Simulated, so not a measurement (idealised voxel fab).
Process module under the name voxel capacitor over wiring
It is cross-section cut that appears here, measuring 275 nm in width, its square cells being 5 nm in size.
How to read a cross-section here: the picture is a grid of square cells, written as bands going from the top down, and any band can span one or more rows of cells.
Look at the band entry: it leads with the top's height and the bottom's height in nm. Then it lists the materials left to right, with a width in nm for each. The word "everywhere" on a single material says that material fills the band edge to edge. The word "air" is empty space.
Zero point of the height axis is 0; under it, received wafer = one material. Lowest band: continues down indefinitely, "0 nm and below".
So if you see something like "30->40" for the width, read it as the top row of the band sitting at the first number and the bottom row at the second, with every row in between moving by the same amount as the last.
Reading "no change occurred" for a step: not a cell of the cross-section changed in it.
If an empty space has no open way to the top and is at least 8 cells in size, "Trapped voids" lists it, written width x height at distance, where distance is measured from the left edge and every value is in nm.
Post-settings text on a step line: simulator's own remark regarding the step.
Among the settings permitted on a step's line is "overlay nm"; applied to a step with a mask, it specifies the extent to which the mask lay to the right of its planned position, whereas a negative figure signifies a position to the left.
Structure of the following material. The material consists of pairs of cross-sections. Each pair comprises the cross-section before one process step and the cross-section after that step, the latter shown only down to the lowest band that changed. The step between the cross-sections is specified beneath each pair, including its settings. Pairs are not necessarily consecutive: they may derive from different runs of this module performed on the same starting wafer. Continuity with the pair above is to be assumed only where the entry headed "Before-step section" of the pair in question states it.
BEFORE-STEP SECTION
0 nm and below  Si everywhere
Trapped voids: none
CROSS-SECTION AFTER STEP
15 nm to 0 nm  SiO2 everywhere
For the remainder of the cross-section, below 0, there is no change.
Trapped voids: none
Applied between the two views above: CONFORMAL_DEP,material SiO2,thk nm 15
Before-step section: It is represented by the cross-section appearing after the step of the pair directly above.
CROSS-SECTION AFTER STEP
20 nm to 15 nm  TiN everywhere
For the remainder of the cross-section, below 15, there is no change.
Trapped voids: none
Applied between the two views above: DIRECTIONAL_DEP,material TiN,thk nm 5
Before-step section: It is represented by the cross-section appearing after the step of the pair directly above.
CROSS-SECTION AFTER STEP
45 nm to 20 nm  Ru everywhere
For the remainder of the cross-section, below 20, there is no change.
Trapped voids: none
Applied between the two views above: DIRECTIONAL_DEP,material Ru,thk nm 25
Before-step section: It is represented by the cross-section appearing after the step of the pair directly above.
CROSS-SECTION AFTER STEP
65 nm to 45 nm  air=70 | resist=30 | air=70 | resist=30 | air=75
For the remainder of the cross-section, below 45, there is no change.
Trapped voids: none
Applied between the two views above: PATTERN,tone cover,mask id METAL_1,material resist,width nm 30,pitch nm 100,thk nm 20,overlay nm 0
Before-step section: It is represented by the cross-section appearing after the step of the pair directly above.
CROSS-SECTION AFTER STEP
65 nm to 45 nm  air=70 | resist=30 | air=70 | resist=30 | air=75
45 nm to 20 nm  air=70 | Ru=30 | air=70 | Ru=30 | air=75
For the remainder of the cross-section, below 20, there is no change.
Trapped voids: none
Applied between the two views above: DIRECTIONAL_ETCH,etch materials Ru,depth nm 25
Before-step section: It is represented by the cross-section appearing after the step of the pair directly above.
CROSS-SECTION AFTER STEP
65 nm to 45 nm  air=70 | resist=30 | air=70 | resist=30 | air=75
45 nm to 20 nm  air=70 | Ru=30 | air=70 | Ru=30 | air=75
20 nm to 15 nm  air=70 | TiN=30 | air=70 | TiN=30 | air=75
For the remainder of the cross-section, below 15, there is no change.
Trapped voids: none
Applied between the two views above: DIRECTIONAL_ETCH,etch materials TiN,depth nm 5
Before-step section: It is represented by the cross-section appearing after the step of the pair directly above.
CROSS-SECTION AFTER STEP
45 nm to 20 nm  air=70 | Ru=30 | air=70 | Ru=30 | air=75
For the remainder of the cross-section, below 20, there is no change.
Trapped voids: none
Applied between the two views above: STRIP,etch materials resist
Before-step section: It is represented by the cross-section appearing after the step of the pair directly above.
CROSS-SECTION AFTER STEP
55 nm to 45 nm  lowk everywhere
45 nm to 20 nm  lowk=70 | Ru=30 | lowk=70 | Ru=30 | lowk=75
20 nm to 15 nm  lowk=70 | TiN=30 | lowk=70 | TiN=30 | lowk=75
For the remainder of the cross-section, below 15, there is no change.
Trapped voids: none
Applied between the two views above: FILL_DEP,material lowk,thk nm 10
Before-step section: It is represented by the cross-section appearing after the step of the pair directly above.
CROSS-SECTION AFTER STEP
45 nm to 20 nm  lowk=70 | Ru=30 | lowk=70 | Ru=30 | lowk=75
For the remainder of the cross-section, below 20, there is no change.
Trapped voids: none
Applied between the two views above: CMP,height nm 45
Before-step section: It is represented by the cross-section appearing after the step of the pair directly above.
CROSS-SECTION AFTER STEP
50 nm to 45 nm  SiCN everywhere
For the remainder of the cross-section, below 45, there is no change.
Trapped voids: none
Applied between the two views above: CONFORMAL_DEP,material SiCN,thk nm 5
Before-step section: It is represented by the cross-section appearing after the step of the pair directly above.
CROSS-SECTION AFTER STEP
70 nm to 50 nm  SiO2 everywhere
For the remainder of the cross-section, below 50, there is no change.
Trapped voids: none
Applied between the two views above: DIRECTIONAL_DEP,material SiO2,thk nm 20
Before-step section: It is represented by the cross-section appearing after the step of the pair directly above.
CROSS-SECTION AFTER STEP
70 nm to 50 nm  SiO2=85 | air=15 | SiO2=175
For the remainder of the cross-section, below 50, there is no change.
Trapped voids: none
Applied between the two views above: MASKED_ETCH,tone open,mask id PLUG_1,width nm 15,etch materials SiO2,depth nm 20,overlay nm 0
Before-step section: It is represented by the cross-section appearing after the step of the pair directly above.
CROSS-SECTION AFTER STEP
70 nm to 50 nm  SiO2=85 | air=15 | SiO2=175
50 nm to 45 nm  SiCN=85 | air=15 | SiCN=175
For the remainder of the cross-section, below 45, there is no change.
Trapped voids: none
Applied between the two views above: MASKED_ETCH,tone open,mask id PLUG_1,width nm 15,etch materials SiCN,depth nm 5,overlay nm 0
Before-step section: It is represented by the cross-section appearing after the step of the pair directly above.
CROSS-SECTION AFTER STEP
75 nm to 70 nm  TiN=90 | air=5 | TiN=180
70 nm to 50 nm  SiO2=85 | TiN=5 | air=5 | TiN=5 | SiO2=175
50 nm to 45 nm  SiCN=85 | TiN=15 | SiCN=175
For the remainder of the cross-section, below 45, there is no change.
Trapped voids: none
Applied between the two views above: CONFORMAL_DEP,material TiN,thk nm 5
Before-step section: It is represented by the cross-section appearing after the step of the pair directly above.
CROSS-SECTION AFTER STEP
85 nm to 75 nm  W everywhere
75 nm to 70 nm  TiN=90 | W=5 | TiN=180
70 nm to 50 nm  SiO2=85 | TiN=5 | W=5 | TiN=5 | SiO2=175
For the remainder of the cross-section, below 50, there is no change.
Trapped voids: none
Applied between the two views above: FILL_DEP,material W,thk nm 10
Before-step section: It is represented by the cross-section appearing after the step of the pair directly above.
CROSS-SECTION AFTER STEP
70 nm to 50 nm  SiO2=85 | TiN=5 | W=5 | TiN=5 | SiO2=175
For the remainder of the cross-section, below 50, there is no change.
Trapped voids: none
Applied between the two views above: CMP,height nm 70
Before-step section: It is represented by the cross-section appearing after the step of the pair directly above.
CROSS-SECTION AFTER STEP
75 nm to 70 nm  TiN everywhere
For the remainder of the cross-section, below 70, there is no change.
Trapped voids: none
Applied between the two views above: DIRECTIONAL_DEP,material TiN,thk nm 5
Before-step section: It is represented by the cross-section appearing after the step of the pair directly above.
CROSS-SECTION AFTER STEP
80 nm to 75 nm  SiN everywhere
For the remainder of the cross-section, below 75, there is no change.
Trapped voids: none
Applied between the two views above: DIRECTIONAL_DEP,material SiN,thk nm 5
Before-step section: It is represented by the cross-section appearing after the step of the pair directly above.
CROSS-SECTION AFTER STEP
85 nm to 80 nm  TiN everywhere
For the remainder of the cross-section, below 80, there is no change.
Trapped voids: none
Applied between the two views above: DIRECTIONAL_DEP,material TiN,thk nm 5
Before-step section: It is represented by the cross-section appearing after the step of the pair directly above.
CROSS-SECTION AFTER STEP
100 nm to 85 nm  air=85 | resist=75 | air=115
For the remainder of the cross-section, below 85, there is no change.
Trapped voids: none
Applied between the two views above: PATTERN,tone cover,mask id UPPER_PLATE,material resist,width nm 75,thk nm 15,overlay nm 0
Before-step section: It is represented by the cross-section appearing after the step of the pair directly above.
CROSS-SECTION AFTER STEP
100 nm to 85 nm  air=85 | resist=75 | air=115
85 nm to 80 nm  air=85 | TiN=75 | air=115
For the remainder of the cross-section, below 80, there is no change.
Trapped voids: none
Applied between the two views above: DIRECTIONAL_ETCH,etch materials TiN,depth nm 5
Before-step section: It is represented by the cross-section appearing after the step of the pair directly above.
CROSS-SECTION AFTER STEP
100 nm to 85 nm  air=85 | resist=75 | air=115
85 nm to 80 nm  air=85 | TiN=75 | air=115
80 nm to 75 nm  air=85 | SiN=75 | air=115
For the remainder of the cross-section, below 75, there is no change.
Trapped voids: none
Applied between the two views above: DIRECTIONAL_ETCH,etch materials SiN,depth nm 5
Before-step section: It is represented by the cross-section appearing after the step of the pair directly above.
CROSS-SECTION AFTER STEP
85 nm to 80 nm  air=85 | TiN=75 | air=115
For the remainder of the cross-section, below 80, there is no change.
Trapped voids: none
Applied between the two views above: STRIP,etch materials resist
Before-step section: It is represented by the cross-section appearing after the step of the pair directly above.
CROSS-SECTION AFTER STEP
85 nm to 80 nm  air=85 | TiN=75 | air=115
80 nm to 75 nm  air=85 | SiN=75 | air=115
75 nm to 70 nm  air=80 | TiN=85 | air=110
For the remainder of the cross-section, below 70, there is no change.
Trapped voids: none
Applied between the two views above: MASKED_ETCH,tone cover,mask id LOWER_PLATE,width nm 85,etch materials TiN,depth nm 5,overlay nm 0
Before-step section: It is represented by the cross-section appearing after the step of the pair directly above.
CROSS-SECTION AFTER STEP
105 nm to 85 nm  SiO2 everywhere
85 nm to 80 nm  SiO2=85 | TiN=75 | SiO2=115
80 nm to 75 nm  SiO2=85 | SiN=75 | SiO2=115
75 nm to 70 nm  SiO2=80 | TiN=85 | SiO2=110
For the remainder of the cross-section, below 70, there is no change.
Trapped voids: none
Applied between the two views above: FILL_DEP,material SiO2,thk nm 20
Before-step section: It is represented by the cross-section appearing after the step of the pair directly above.
CROSS-SECTION AFTER STEP
100 nm to 85 nm  SiO2 everywhere
For the remainder of the cross-section, below 85, there is no change.
Trapped voids: none
Applied between the two views above: CMP,height nm 100
Before-step section: It is represented by the cross-section appearing after the step of the pair directly above.
CROSS-SECTION AFTER STEP
115 nm to 100 nm  aC everywhere
For the remainder of the cross-section, below 100, there is no change.
Trapped voids: none
Applied between the two views above: DIRECTIONAL_DEP,material aC,thk nm 15
Before-step section: It is represented by the cross-section appearing after the step of the pair directly above.
CROSS-SECTION AFTER STEP
150 nm to 115 nm  resist=95 | air=15 | resist=165
For the remainder of the cross-section, below 115, there is no change.
Trapped voids: none
Applied between the two views above: PATTERN,tone open,mask id PLUG_2,material resist,width nm 15,thk nm 35,overlay nm 0
Before-step section: It is represented by the cross-section appearing after the step of the pair directly above.
CROSS-SECTION AFTER STEP
135 nm to 115 nm  resist=95 | air=15 | resist=165
115 nm to 100 nm  aC=95 | air=15 | aC=165
For the remainder of the cross-section, below 100, there is no change.
Trapped voids: none
Applied between the two views above: DIRECTIONAL_ETCH,etch materials aC,depth nm 15
Before-step section: It is represented by the cross-section appearing after the step of the pair directly above.
CROSS-SECTION AFTER STEP
115 nm to 100 nm  aC=95 | air=15 | aC=165
For the remainder of the cross-section, below 100, there is no change.
Trapped voids: none
Applied between the two views above: STRIP,etch materials resist
Before-step section: It is represented by the cross-section appearing after the step of the pair directly above.
CROSS-SECTION AFTER STEP
115 nm to 100 nm  aC=95 | air=15 | aC=165
100 nm to 85 nm  SiO2=95 | air=15 | SiO2=165
For the remainder of the cross-section, below 85, there is no change.
Trapped voids: none
Applied between the two views above: DIRECTIONAL_ETCH,etch materials SiO2,depth nm 15
Before-step section: It is represented by the cross-section appearing after the step of the pair directly above.
CROSS-SECTION AFTER STEP
100 nm to 85 nm  SiO2=95 | air=15 | SiO2=165
For the remainder of the cross-section, below 85, there is no change.
Trapped voids: none
Applied between the two views above: STRIP,etch materials aC
Before-step section: It is represented by the cross-section appearing after the step of the pair directly above.
CROSS-SECTION AFTER STEP
105 nm to 100 nm  TiN=100 | air=5 | TiN=170
100 nm to 90 nm  SiO2=95 | TiN=5 | air=5 | TiN=5 | SiO2=165
90 nm to 80 nm  SiO2=95->85 | TiN=15->75 | SiO2=165->115
For the remainder of the cross-section, below 80, there is no change.
Trapped voids: none
Applied between the two views above: CONFORMAL_DEP,material TiN,thk nm 5
Before-step section: It is represented by the cross-section appearing after the step of the pair directly above.
CROSS-SECTION AFTER STEP
115 nm to 105 nm  W everywhere
105 nm to 100 nm  TiN=100 | W=5 | TiN=170
100 nm to 90 nm  SiO2=95 | TiN=5 | W=5 | TiN=5 | SiO2=165
For the remainder of the cross-section, below 90, there is no change.
Trapped voids: none
Applied between the two views above: FILL_DEP,material W,thk nm 10
Before-step section: It is represented by the cross-section appearing after the step of the pair directly above.
CROSS-SECTION AFTER STEP
100 nm to 90 nm  SiO2=95 | TiN=5 | W=5 | TiN=5 | SiO2=165
For the remainder of the cross-section, below 90, there is no change.
Trapped voids: none
Applied between the two views above: CMP,height nm 100
Before-step section: It is represented by the cross-section appearing after the step of the pair directly above.
CROSS-SECTION AFTER STEP
105 nm to 100 nm  SiN everywhere
For the remainder of the cross-section, below 100, there is no change.
Trapped voids: none
Applied between the two views above: CONFORMAL_DEP,material SiN,thk nm 5
BEFORE-STEP SECTION
85 nm to 75 nm  W everywhere
75 nm to 70 nm  TiN=90 | W=5 | TiN=180
70 nm to 50 nm  SiO2=85 | TiN=5 | W=5 | TiN=5 | SiO2=175
50 nm to 45 nm  SiCN=85 | TiN=15 | SiCN=175
45 nm to 20 nm  lowk=70 | Ru=30 | lowk=70 | Ru=30 | lowk=75
20 nm to 15 nm  lowk=70 | TiN=30 | lowk=70 | TiN=30 | lowk=75
15 nm to 0 nm  SiO2 everywhere
0 nm and below  Si everywhere
Trapped voids: none
CROSS-SECTION AFTER STEP
90 nm to 85 nm  TiN everywhere
For the remainder of the cross-section, below 85, there is no change.
Trapped voids: none
Applied between the two views above: DIRECTIONAL_DEP,material TiN,thk nm 5
Before-step section: It is represented by the cross-section appearing after the step of the pair directly above.
CROSS-SECTION AFTER STEP
95 nm to 90 nm  SiN everywhere
For the remainder of the cross-section, below 90, there is no change.
Trapped voids: none
Applied between the two views above: DIRECTIONAL_DEP,material SiN,thk nm 5
Before-step section: It is represented by the cross-section appearing after the step of the pair directly above.
CROSS-SECTION AFTER STEP
100 nm to 95 nm  TiN everywhere
For the remainder of the cross-section, below 95, there is no change.
Trapped voids: none
Applied between the two views above: DIRECTIONAL_DEP,material TiN,thk nm 5
Before-step section: It is represented by the cross-section appearing after the step of the pair directly above.
CROSS-SECTION AFTER STEP
115 nm to 100 nm  air=85 | resist=75 | air=115
For the remainder of the cross-section, below 100, there is no change.
Trapped voids: none
Applied between the two views above: PATTERN,tone cover,mask id UPPER_PLATE,material resist,width nm 75,thk nm 15,overlay nm 0
Before-step section: It is represented by the cross-section appearing after the step of the pair directly above.
CROSS-SECTION AFTER STEP
115 nm to 100 nm  air=85 | resist=75 | air=115
100 nm to 95 nm  air=85 | TiN=75 | air=115
For the remainder of the cross-section, below 95, there is no change.
Trapped voids: none
Applied between the two views above: DIRECTIONAL_ETCH,etch materials TiN,depth nm 5
Before-step section: It is represented by the cross-section appearing after the step of the pair directly above.
CROSS-SECTION AFTER STEP
115 nm to 100 nm  air=85 | resist=75 | air=115
100 nm to 95 nm  air=85 | TiN=75 | air=115
95 nm to 90 nm  air=85 | SiN=75 | air=115
For the remainder of the cross-section, below 90, there is no change.
Trapped voids: none
Applied between the two views above: DIRECTIONAL_ETCH,etch materials SiN,depth nm 5
Before-step section: It is represented by the cross-section appearing after the step of the pair directly above.
CROSS-SECTION AFTER STEP
100 nm to 95 nm  air=85 | TiN=75 | air=115
For the remainder of the cross-section, below 95, there is no change.
Trapped voids: none
Applied between the two views above: STRIP,etch materials resist
Before-step section: It is represented by the cross-section appearing after the step of the pair directly above.
CROSS-SECTION AFTER STEP
100 nm to 95 nm  air=85 | TiN=75 | air=115
95 nm to 90 nm  air=85 | SiN=75 | air=115
90 nm to 85 nm  air=80 | TiN=85 | air=110
For the remainder of the cross-section, below 85, there is no change.
Trapped voids: none
Applied between the two views above: MASKED_ETCH,tone cover,mask id LOWER_PLATE,width nm 85,etch materials TiN,depth nm 5,overlay nm 0
Before-step section: It is represented by the cross-section appearing after the step of the pair directly above.
CROSS-SECTION AFTER STEP
120 nm to 100 nm  SiO2 everywhere
100 nm to 95 nm  SiO2=85 | TiN=75 | SiO2=115
95 nm to 90 nm  SiO2=85 | SiN=75 | SiO2=115
90 nm to 85 nm  SiO2=80 | TiN=85 | SiO2=110
For the remainder of the cross-section, below 85, there is no change.
Trapped voids: none
Applied between the two views above: FILL_DEP,material SiO2,thk nm 20
Before-step section: It is represented by the cross-section appearing after the step of the pair directly above.
CROSS-SECTION AFTER STEP
100 nm to 95 nm  SiO2=85 | TiN=75 | SiO2=115
For the remainder of the cross-section, below 95, there is no change.
Trapped voids: none
Applied between the two views above: CMP,height nm 100
Before-step section: It is represented by the cross-section appearing after the step of the pair directly above.
CROSS-SECTION AFTER STEP
115 nm to 100 nm  aC everywhere
For the remainder of the cross-section, below 100, there is no change.
Trapped voids: none
Applied between the two views above: DIRECTIONAL_DEP,material aC,thk nm 15
Before-step section: It is represented by the cross-section appearing after the step of the pair directly above.
CROSS-SECTION AFTER STEP
150 nm to 115 nm  resist=95 | air=15 | resist=165
For the remainder of the cross-section, below 115, there is no change.
Trapped voids: none
Applied between the two views above: PATTERN,tone open,mask id PLUG_2,material resist,width nm 15,thk nm 35,overlay nm 0
Before-step section: It is represented by the cross-section appearing after the step of the pair directly above.
CROSS-SECTION AFTER STEP
135 nm to 115 nm  resist=95 | air=15 | resist=165
115 nm to 100 nm  aC=95 | air=15 | aC=165
For the remainder of the cross-section, below 100, there is no change.
Trapped voids: none
Applied between the two views above: DIRECTIONAL_ETCH,etch materials aC,depth nm 15
Before-step section: It is represented by the cross-section appearing after the step of the pair directly above.
CROSS-SECTION AFTER STEP
115 nm to 100 nm  aC=95 | air=15 | aC=165
For the remainder of the cross-section, below 100, there is no change.
Trapped voids: none
Applied between the two views above: STRIP,etch materials resist
Before-step section: It is represented by the cross-section appearing after the step of the pair directly above.
CROSS-SECTION AFTER STEP
100 nm to 95 nm  SiO2=85 | TiN=75 | SiO2=115
For the remainder of the cross-section, below 95, there is no change.
Trapped voids: none
Applied between the two views above: STRIP,etch materials aC
Before-step section: It is represented by the cross-section appearing after the step of the pair directly above.
CROSS-SECTION AFTER STEP
105 nm to 100 nm  TiN everywhere
For the remainder of the cross-section, below 100, there is no change.
Trapped voids: none
Applied between the two views above: CONFORMAL_DEP,material TiN,thk nm 5
Before-step section: It is represented by the cross-section appearing after the step of the pair directly above.
CROSS-SECTION AFTER STEP
115 nm to 105 nm  W everywhere
For the remainder of the cross-section, below 105, there is no change.
Trapped voids: none
Applied between the two views above: FILL_DEP,material W,thk nm 10
Before-step section: It is represented by the cross-section appearing after the step of the pair directly above.
CROSS-SECTION AFTER STEP
100 nm to 95 nm  SiO2=85 | TiN=75 | SiO2=115
For the remainder of the cross-section, below 95, there is no change.
Trapped voids: none
Applied between the two views above: CMP,height nm 100
Before-step section: It is represented by the cross-section appearing after the step of the pair directly above.
CROSS-SECTION AFTER STEP
105 nm to 100 nm  SiN everywhere
For the remainder of the cross-section, below 100, there is no change.
Trapped voids: none
Applied between the two views above: CONFORMAL_DEP,material SiN,thk nm 5
BEFORE-STEP SECTION
15 nm to 0 nm  SiO2 everywhere
0 nm and below  Si everywhere
Trapped voids: none
CROSS-SECTION AFTER STEP
30 nm to 0 nm  SiO2 everywhere
For the remainder of the cross-section, below 0, there is no change.
Trapped voids: none
Applied between the two views above: CONFORMAL_DEP,material SiO2,thk nm 15
Before-step section: It is represented by the cross-section appearing after the step of the pair directly above.
CROSS-SECTION AFTER STEP
35 nm to 30 nm  TiN everywhere
For the remainder of the cross-section, below 30, there is no change.
Trapped voids: none
Applied between the two views above: DIRECTIONAL_DEP,material TiN,thk nm 5
Before-step section: It is represented by the cross-section appearing after the step of the pair directly above.
CROSS-SECTION AFTER STEP
60 nm to 35 nm  Ru everywhere
For the remainder of the cross-section, below 35, there is no change.
Trapped voids: none
Applied between the two views above: DIRECTIONAL_DEP,material Ru,thk nm 25
Before-step section: It is represented by the cross-section appearing after the step of the pair directly above.
CROSS-SECTION AFTER STEP
80 nm to 60 nm  air=70 | resist=30 | air=70 | resist=30 | air=75
For the remainder of the cross-section, below 60, there is no change.
Trapped voids: none
Applied between the two views above: PATTERN,tone cover,mask id METAL_1,material resist,width nm 30,pitch nm 100,thk nm 20,overlay nm 0
Before-step section: It is represented by the cross-section appearing after the step of the pair directly above.
CROSS-SECTION AFTER STEP
80 nm to 60 nm  air=70 | resist=30 | air=70 | resist=30 | air=75
60 nm to 35 nm  air=70 | Ru=30 | air=70 | Ru=30 | air=75
For the remainder of the cross-section, below 35, there is no change.
Trapped voids: none
Applied between the two views above: DIRECTIONAL_ETCH,etch materials Ru,depth nm 25
Before-step section: It is represented by the cross-section appearing after the step of the pair directly above.
CROSS-SECTION AFTER STEP
80 nm to 60 nm  air=70 | resist=30 | air=70 | resist=30 | air=75
60 nm to 35 nm  air=70 | Ru=30 | air=70 | Ru=30 | air=75
35 nm to 30 nm  air=70 | TiN=30 | air=70 | TiN=30 | air=75
For the remainder of the cross-section, below 30, there is no change.
Trapped voids: none
Applied between the two views above: DIRECTIONAL_ETCH,etch materials TiN,depth nm 5
Before-step section: It is represented by the cross-section appearing after the step of the pair directly above.
CROSS-SECTION AFTER STEP
60 nm to 35 nm  air=70 | Ru=30 | air=70 | Ru=30 | air=75
For the remainder of the cross-section, below 35, there is no change.
Trapped voids: none
Applied between the two views above: STRIP,etch materials resist
Before-step section: It is represented by the cross-section appearing after the step of the pair directly above.
CROSS-SECTION AFTER STEP
70 nm to 60 nm  lowk everywhere
60 nm to 35 nm  lowk=70 | Ru=30 | lowk=70 | Ru=30 | lowk=75
35 nm to 30 nm  lowk=70 | TiN=30 | lowk=70 | TiN=30 | lowk=75
For the remainder of the cross-section, below 30, there is no change.
Trapped voids: none
Applied between the two views above: FILL_DEP,material lowk,thk nm 10
Before-step section: It is represented by the cross-section appearing after the step of the pair directly above.
CROSS-SECTION AFTER STEP
45 nm to 35 nm  lowk=70 | Ru=30 | lowk=70 | Ru=30 | lowk=75
For the remainder of the cross-section, below 35, there is no change.
Trapped voids: none
Applied between the two views above: CMP,height nm 45
Before-step section: It is represented by the cross-section appearing after the step of the pair directly above.
CROSS-SECTION AFTER STEP
50 nm to 45 nm  SiCN everywhere
For the remainder of the cross-section, below 45, there is no change.
Trapped voids: none
Applied between the two views above: CONFORMAL_DEP,material SiCN,thk nm 5
Before-step section: It is represented by the cross-section appearing after the step of the pair directly above.
CROSS-SECTION AFTER STEP
70 nm to 50 nm  SiO2 everywhere
For the remainder of the cross-section, below 50, there is no change.
Trapped voids: none
Applied between the two views above: DIRECTIONAL_DEP,material SiO2,thk nm 20
Before-step section: It is represented by the cross-section appearing after the step of the pair directly above.
CROSS-SECTION AFTER STEP
70 nm to 50 nm  SiO2=85 | air=15 | SiO2=175
For the remainder of the cross-section, below 50, there is no change.
Trapped voids: none
Applied between the two views above: MASKED_ETCH,tone open,mask id PLUG_1,width nm 15,etch materials SiO2,depth nm 20,overlay nm 0
Before-step section: It is represented by the cross-section appearing after the step of the pair directly above.
CROSS-SECTION AFTER STEP
70 nm to 50 nm  SiO2=85 | air=15 | SiO2=175
50 nm to 45 nm  SiCN=85 | air=15 | SiCN=175
For the remainder of the cross-section, below 45, there is no change.
Trapped voids: none
Applied between the two views above: MASKED_ETCH,tone open,mask id PLUG_1,width nm 15,etch materials SiCN,depth nm 5,overlay nm 0
Before-step section: It is represented by the cross-section appearing after the step of the pair directly above.
CROSS-SECTION AFTER STEP
75 nm to 70 nm  TiN=90 | air=5 | TiN=180
70 nm to 50 nm  SiO2=85 | TiN=5 | air=5 | TiN=5 | SiO2=175
50 nm to 45 nm  SiCN=85 | TiN=15 | SiCN=175
For the remainder of the cross-section, below 45, there is no change.
Trapped voids: none
Applied between the two views above: CONFORMAL_DEP,material TiN,thk nm 5
Before-step section: It is represented by the cross-section appearing after the step of the pair directly above.
CROSS-SECTION AFTER STEP
85 nm to 75 nm  W everywhere
75 nm to 70 nm  TiN=90 | W=5 | TiN=180
70 nm to 50 nm  SiO2=85 | TiN=5 | W=5 | TiN=5 | SiO2=175
For the remainder of the cross-section, below 50, there is no change.
Trapped voids: none
Applied between the two views above: FILL_DEP,material W,thk nm 10
Before-step section: It is represented by the cross-section appearing after the step of the pair directly above.
CROSS-SECTION AFTER STEP
70 nm to 50 nm  SiO2=85 | TiN=5 | W=5 | TiN=5 | SiO2=175
For the remainder of the cross-section, below 50, there is no change.
Trapped voids: none
Applied between the two views above: CMP,height nm 70
Before-step section: It is represented by the cross-section appearing after the step of the pair directly above.
CROSS-SECTION AFTER STEP
75 nm to 70 nm  TiN everywhere
For the remainder of the cross-section, below 70, there is no change.
Trapped voids: none
Applied between the two views above: DIRECTIONAL_DEP,material TiN,thk nm 5
Before-step section: It is represented by the cross-section appearing after the step of the pair directly above.
CROSS-SECTION AFTER STEP
80 nm to 75 nm  SiN everywhere
For the remainder of the cross-section, below 75, there is no change.
Trapped voids: none
Applied between the two views above: DIRECTIONAL_DEP,material SiN,thk nm 5
Before-step section: It is represented by the cross-section appearing after the step of the pair directly above.
CROSS-SECTION AFTER STEP
85 nm to 80 nm  TiN everywhere
For the remainder of the cross-section, below 80, there is no change.
Trapped voids: none
Applied between the two views above: DIRECTIONAL_DEP,material TiN,thk nm 5
Before-step section: It is represented by the cross-section appearing after the step of the pair directly above.
CROSS-SECTION AFTER STEP
100 nm to 85 nm  air=85 | resist=75 | air=115
For the remainder of the cross-section, below 85, there is no change.
Trapped voids: none
Applied between the two views above: PATTERN,tone cover,mask id UPPER_PLATE,material resist,width nm 75,thk nm 15,overlay nm 0
Before-step section: It is represented by the cross-section appearing after the step of the pair directly above.
CROSS-SECTION AFTER STEP
100 nm to 85 nm  air=85 | resist=75 | air=115
85 nm to 80 nm  air=85 | TiN=75 | air=115
For the remainder of the cross-section, below 80, there is no change.
Trapped voids: none
Applied between the two views above: DIRECTIONAL_ETCH,etch materials TiN,depth nm 5
Before-step section: It is represented by the cross-section appearing after the step of the pair directly above.
CROSS-SECTION AFTER STEP
100 nm to 85 nm  air=85 | resist=75 | air=115
85 nm to 80 nm  air=85 | TiN=75 | air=115
80 nm to 75 nm  air=85 | SiN=75 | air=115
For the remainder of the cross-section, below 75, there is no change.
Trapped voids: none
Applied between the two views above: DIRECTIONAL_ETCH,etch materials SiN,depth nm 5
Before-step section: It is represented by the cross-section appearing after the step of the pair directly above.
CROSS-SECTION AFTER STEP
85 nm to 80 nm  air=85 | TiN=75 | air=115
For the remainder of the cross-section, below 80, there is no change.
Trapped voids: none
Applied between the two views above: STRIP,etch materials resist
Before-step section: It is represented by the cross-section appearing after the step of the pair directly above.
CROSS-SECTION AFTER STEP
85 nm to 80 nm  air=85 | TiN=75 | air=115
80 nm to 75 nm  air=85 | SiN=75 | air=115
75 nm to 70 nm  air=80 | TiN=85 | air=110
For the remainder of the cross-section, below 70, there is no change.
Trapped voids: none
Applied between the two views above: MASKED_ETCH,tone cover,mask id LOWER_PLATE,width nm 85,etch materials TiN,depth nm 5,overlay nm 0
Before-step section: It is represented by the cross-section appearing after the step of the pair directly above.
CROSS-SECTION AFTER STEP
105 nm to 85 nm  SiO2 everywhere
85 nm to 80 nm  SiO2=85 | TiN=75 | SiO2=115
80 nm to 75 nm  SiO2=85 | SiN=75 | SiO2=115
75 nm to 70 nm  SiO2=80 | TiN=85 | SiO2=110
For the remainder of the cross-section, below 70, there is no change.
Trapped voids: none
Applied between the two views above: FILL_DEP,material SiO2,thk nm 20
Before-step section: It is represented by the cross-section appearing after the step of the pair directly above.
CROSS-SECTION AFTER STEP
100 nm to 85 nm  SiO2 everywhere
For the remainder of the cross-section, below 85, there is no change.
Trapped voids: none
Applied between the two views above: CMP,height nm 100
Before-step section: It is represented by the cross-section appearing after the step of the pair directly above.
CROSS-SECTION AFTER STEP
115 nm to 100 nm  aC everywhere
For the remainder of the cross-section, below 100, there is no change.
Trapped voids: none
Applied between the two views above: DIRECTIONAL_DEP,material aC,thk nm 15
Before-step section: It is represented by the cross-section appearing after the step of the pair directly above.
CROSS-SECTION AFTER STEP
150 nm to 115 nm  resist=95 | air=15 | resist=165
For the remainder of the cross-section, below 115, there is no change.
Trapped voids: none
Applied between the two views above: PATTERN,tone open,mask id PLUG_2,material resist,width nm 15,thk nm 35,overlay nm 0
Before-step section: It is represented by the cross-section appearing after the step of the pair directly above.
CROSS-SECTION AFTER STEP
135 nm to 115 nm  resist=95 | air=15 | resist=165
115 nm to 100 nm  aC=95 | air=15 | aC=165
For the remainder of the cross-section, below 100, there is no change.
Trapped voids: none
Applied between the two views above: DIRECTIONAL_ETCH,etch materials aC,depth nm 15
Before-step section: It is represented by the cross-section appearing after the step of the pair directly above.
CROSS-SECTION AFTER STEP
115 nm to 100 nm  aC=95 | air=15 | aC=165
For the remainder of the cross-section, below 100, there is no change.
Trapped voids: none
Applied between the two views above: STRIP,etch materials resist
Before-step section: It is represented by the cross-section appearing after the step of the pair directly above.
CROSS-SECTION AFTER STEP
115 nm to 100 nm  aC=95 | air=15 | aC=165
100 nm to 85 nm  SiO2=95 | air=15 | SiO2=165
For the remainder of the cross-section, below 85, there is no change.
Trapped voids: none
Applied between the two views above: DIRECTIONAL_ETCH,etch materials SiO2,depth nm 15
Before-step section: It is represented by the cross-section appearing after the step of the pair directly above.
CROSS-SECTION AFTER STEP
100 nm to 85 nm  SiO2=95 | air=15 | SiO2=165
For the remainder of the cross-section, below 85, there is no change.
Trapped voids: none
Applied between the two views above: STRIP,etch materials aC
Before-step section: It is represented by the cross-section appearing after the step of the pair directly above.
CROSS-SECTION AFTER STEP
105 nm to 100 nm  TiN=100 | air=5 | TiN=170
100 nm to 90 nm  SiO2=95 | TiN=5 | air=5 | TiN=5 | SiO2=165
90 nm to 80 nm  SiO2=95->85 | TiN=15->75 | SiO2=165->115
For the remainder of the cross-section, below 80, there is no change.
Trapped voids: none
Applied between the two views above: CONFORMAL_DEP,material TiN,thk nm 5
